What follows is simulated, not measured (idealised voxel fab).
Herein follows the process module entitled voxel gate over fins.
The width of the displayed cross-section, cut, is 265 nm; its cells are square, with a size of 5 nm.
Format of a cross-section: grid, square cells. Given as bands. Order: top down. Band: one or more rows of cells.
Per band: top height and bottom height in nm, followed by the left-to-right materials and their widths in nm; "full width" marks a single material spanning edge to edge, "air" marks empty space.
The reference from which all heights are counted is 0, the level beneath which the as-received wafer is entirely one material; the lowest band, having no lower bound, proceeds downward and is written after the example "from 0 down".
A width given as "30..40" starts at the first number in the band's top row and ends at the second number in its bottom row, shifting by an equal amount at every step from row to row.
Key: "same as before" - step with no changed cell in the cross-section.
"Enclosed internal voids" enumerates empty spaces isolated from the top, with no open way to it, that contain at least 8 cells, giving each as width x height at distance from the left edge, all three in nm.
Text after the settings on a step's line: the simulator's own remark on that step.
When a step includes a mask, the "overlay nm" setting on its line states how far to the right of its planned place that mask lay, and negative values state how far to the left.
[This section lists the process steps that were planned]
step 1: RECEIVE: material Si
step 2: CONFORMAL_DEP: material SiN, thk nm 5
step 3: MASKED_ETCH: tone cover, mask id FINS, width nm 15, pitch nm 60, etch materials SiN, depth nm 5, overlay nm 0
step 4: MASKED_ETCH: tone cover, mask id FINS, width nm 15, pitch nm 60, etch materials Si, depth nm 30, overlay nm 0
step 5: OXIDIZE: depth nm 5
step 6: FILL_DEP: material SiO2, thk nm 5
step 7: CMP: height nm 5
step 8: PATTERN: tone open, mask id RAIL, material resist, width nm 15, thk nm 15, overlay nm 0
step 9: DIRECTIONAL_ETCH: etch materials SiO2, depth nm 30
step 10: STRIP: etch materials resist
step 11: CONFORMAL_DEP: material TiN, thk nm 5
step 12: FILL_DEP: material W, thk nm 5
step 13: CMP: height nm 5
step 14: SELECTIVE_ETCH: etch materials W Ru TiN, depth nm 25
step 15: FILL_DEP: material SiO2, thk nm 5
step 16: CMP: height nm 5
step 17: SELECTIVE_ETCH: etch materials SiO2, depth nm 15
step 18: STRIP: etch materials SiN
step 19: CONFORMAL_DEP: material HfO2, thk nm 5
step 20: CONFORMAL_DEP: material TiN, thk nm 5
step 21: CONFORMAL_DEP: material TiAl, thk nm 5
step 22: CONFORMAL_DEP: material TiN, thk nm 5
step 23: FILL_DEP: material W, thk nm 10
step 24: CMP: height nm 25
step 25: CONFORMAL_DEP: material SiN, thk nm 5
[Cross-sectional view of the wafer in its as-received condition, corresponding to the state after step 1]
	from 0 down: Si full width
	Enclosed internal voids: none
[The plan above was carried out on the starting structure above with one mistake, and this cross-section shows the wafer at the end of the module]
	from 30 to 25: SiN full width
	from 25 to 20: W full width
	from 20 to 15: TiN full width
	from 15 to 10: TiAl full width
	from 10 to 5: TiN 100 nm / TiAl 5 nm / TiN 55 nm / TiAl 5 nm / TiN 100 nm
	from 5 to 0: HfO2 95 nm / TiN 15 nm / HfO2 45 nm / TiN 15 nm / HfO2 95 nm
	from 0 to -5: Si 90 nm / HfO2 25 nm / Si 35 nm / HfO2 25 nm / Si 90 nm
	from -5 down: Si full width
	Enclosed internal voids: none
What broke from the plan during processing? step 3 off recipe, ran as MASKED_ETCH: tone open, mask id FINS, width nm 15, pitch nm 60, etch materials SiN, depth nm 5, overlay nm 0
